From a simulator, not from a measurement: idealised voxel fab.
process module | voxel plated lines
Square cell edge 5 nm, section width 225 nm, ID cut.
Cross-section spec: square-cell grid; bands listed top down; each band is one or more rows.
A band entry consists of two parts. The first gives the height of the band's top and the height of its bottom, in nm. The rest lists the band's materials from left to right, each with its width in nm. A single material labelled with the word "throughout" fills the band from edge to edge, and the word "blank" marks empty space.
Height is counted from the level 0, under which the received wafer is composed throughout of one material. The lowest of the bands is not closed at the bottom but continues downward, in the notation "0 -> down".
Read "30->40" as a graded width: first number on top, second number at the bottom, same change between each pair of neighbouring rows.
Step marked "no alteration"? Then no cell in the cross-section changed in it.
"Sealed cavities" enumerates empty spaces isolated from the top, with no open way to it, that contain at least 8 cells, giving each as width x height at distance from the left edge, all three in nm.
Post-settings text on a step line: simulator's own remark regarding the step.
On any step carrying a mask, the "overlay nm" setting, if present on the step's line, tells how far right of its planned place the mask lay; negative values point to the left.

**The steps planned for the process are as follows**
1) RECEIVE: material Si
2) CONFORMAL_DEP: material Al2O3, thk nm 10
3) DIRECTIONAL_DEP: material TiN, thk nm 5
4) PATTERN: tone open, mask id LINES, material resist, width nm 25, pitch nm 55, thk nm 15, overlay nm 0
5) EPI: material Ru, thk nm 10
6) STRIP: etch materials resist
7) DIRECTIONAL_ETCH: etch materials TiN, depth nm 5
8) CONFORMAL_DEP: material SiO2, thk nm 10

**Cross-section of the incoming wafer, state after step 1**
  0 -> down: Si throughout
  Sealed cavities: none

**Post-module cross-section: identical start and plan to those above, one misstep in execution**
  35 -> 25: SiO2 80 nm, blank 5 nm, SiO2 50 nm, blank 5 nm, SiO2 85 nm
  25 -> 20: Ru 70 nm, SiO2 10 nm, blank 5 nm, SiO2 10 nm, Ru 30 nm, SiO2 10 nm, blank 5 nm, SiO2 10 nm, Ru 75 nm
  20 -> 15: Ru 70 nm, SiO2 25 nm, Ru 30 nm, SiO2 25 nm, Ru 75 nm
  15 -> 10: TiN 70 nm, SiO2 25 nm, TiN 30 nm, SiO2 25 nm, TiN 75 nm
  10 -> 0: Al2O3 throughout
  0 -> down: Si throughout
  Sealed cavities: none
Deviation from plan: step 4 deviated from plan and actually ran as PATTERN: tone cover, mask id LINES, material resist, width nm 25, pitch nm 55, thk nm 15, overlay nm 0
